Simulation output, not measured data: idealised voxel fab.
process module | voxel capacitor over wiring
cross-section cut | 160 nm wide | cells 5 nm
A cross-section is a grid of square cells, given in bands from the top down. A band is one or more rows of cells.
Each band's line starts with the height of the band's top and of its bottom, in nm. Then come its materials from left to right, each with its width in nm. One material with "throughout" fills the band from edge to edge. "air" is empty space.
Height 0 is the level under which the wafer as received is all one material. The lowest band goes on downwards, as in "0 down".
A width such as "30 to 40" changes by the same amount from each row of cells to the next, from the band's top row to its bottom row.
"no change" after a step means that no cell of the cross-section changed.
closed voids: empty space of 8 cells or more with no open way to the top, each as width x height at its distance from the left edge, in nm
after a step's settings: what the simulator itself notes on the step
overlay nm, on a step with a mask: how far to the right of its planned place the mask lay; to the left if negative
plan
1 op RECEIVE | material Si
2 op CONFORMAL_DEP | material SiO2 | thk nm 15
3 op CONFORMAL_DEP | material SiCN | thk nm 5
4 op DIRECTIONAL_DEP | material lowk | thk nm 15
5 op PATTERN | tone open | mask id METAL_1 | material resist | width nm 30 | pitch nm 95 | thk nm 20 | overlay nm 0
6 op DIRECTIONAL_ETCH | etch materials lowk | depth nm 15
7 op DIRECTIONAL_ETCH | etch materials SiCN | depth nm 5
8 op STRIP | etch materials resist
9 op CONFORMAL_DEP | material TiN | thk nm 5
10 op FILL_DEP | material Ru | thk nm 10
11 op CMP | height nm 35
12 op CONFORMAL_DEP | material SiCN | thk nm 5
13 op DIRECTIONAL_DEP | material lowk | thk nm 10
14 op MASKED_ETCH | tone open | mask id PLUG_1 | width nm 15 | etch materials lowk | depth nm 10 | overlay nm 0
15 op MASKED_ETCH | tone open | mask id PLUG_1 | width nm 15 | etch materials SiCN | depth nm 5 | overlay nm 0
16 op EPI | material Ru | thk nm 10
17 op EPI | material Ru | thk nm 5
18 op DIRECTIONAL_DEP | material TiN | thk nm 5
19 op DIRECTIONAL_DEP | material Al2O3 | thk nm 5
20 op DIRECTIONAL_DEP | material TiN | thk nm 10
21 op MASKED_ETCH | tone cover | mask id UPPER_PLATE | width nm 70 | etch materials TiN | depth nm 10 | overlay nm 0
22 op MASKED_ETCH | tone cover | mask id UPPER_PLATE | width nm 70 | etch materials Al2O3 | depth nm 5 | overlay nm 0
23 op PATTERN | tone cover | mask id LOWER_PLATE | material resist | width nm 80 | thk nm 20 | overlay nm 0
24 op DIRECTIONAL_ETCH | etch materials TiN | depth nm 5
25 op STRIP | etch materials resist
26 op FILL_DEP | material SiO2 | thk nm 15
27 op CMP | height nm 80
28 op PATTERN | tone open | mask id PLUG_2 | material resist | width nm 15 | thk nm 15 | overlay nm 0
29 op DIRECTIONAL_ETCH | etch materials SiO2 | depth nm 10
30 op STRIP | etch materials resist
31 op CONFORMAL_DEP | material TiN | thk nm 5
32 op FILL_DEP | material Cu | thk nm 10
33 op CMP | height nm 80
34 op CONFORMAL_DEP | material SiN | thk nm 5
as received, after step 1
  0 down: Si throughout
  closed voids: none
first wafer at the end, as planned
  85 to 80: SiN throughout
  80 to 75: SiO2 40 | TiN 5 | Cu 5 | TiN 5 | SiO2 105
  75 to 70: SiO2 40 | TiN 15 | SiO2 105
  70 to 60: SiO2 30 | TiN 70 | SiO2 60
  60 to 55: SiO2 30 | Al2O3 70 | SiO2 60
  55 to 50: SiO2 25 | TiN 80 | SiO2 55
  50 to 40: lowk 30 | Ru 15 | lowk 115
  40 to 35: SiCN 30 | Ru 15 | SiCN 115
  35 to 20: lowk 15 | TiN 5 | Ru 20 | TiN 5 | lowk 65 | TiN 5 | Ru 20 | TiN 5 | lowk 20
  20 to 15: SiCN 15 | TiN 30 | SiCN 65 | TiN 30 | SiCN 20
  15 to 0: SiO2 throughout
  0 down: Si throughout
  closed voids: none
second wafer at the end: like start, like plan, one mistake
  85 to 80: SiN throughout
  80 to 75: SiO2 40 | TiN 5 | Cu 5 | TiN 5 | SiO2 105
  75 to 70: SiO2 40 | TiN 15 | SiO2 105
  70 to 65: SiO2 throughout
  65 to 60: SiO2 30 | TiN 70 | SiO2 60
  60 to 55: SiO2 30 | Al2O3 70 | SiO2 60
  55 to 50: TiN 25 | SiO2 5 | TiN 70 | SiO2 5 | TiN 55
  50 to 40: lowk 30 | Ru 15 | lowk 115
  40 to 35: SiCN 30 | Ru 15 | SiCN 115
  35 to 20: lowk 15 | TiN 5 | Ru 20 | TiN 5 | lowk 65 | TiN 5 | Ru 20 | TiN 5 | lowk 20
  20 to 15: SiCN 15 | TiN 30 | SiCN 65 | TiN 30 | SiCN 20
  15 to 0: SiO2 throughout
  0 down: Si throughout
  closed voids: none
what went wrong: step 23 ran as: op PATTERN | tone open | mask id LOWER_PLATE | material resist | width nm 80 | thk nm 20 | overlay nm 0
at the end the second wafer has, in cells: as many of each material as the first, in other places
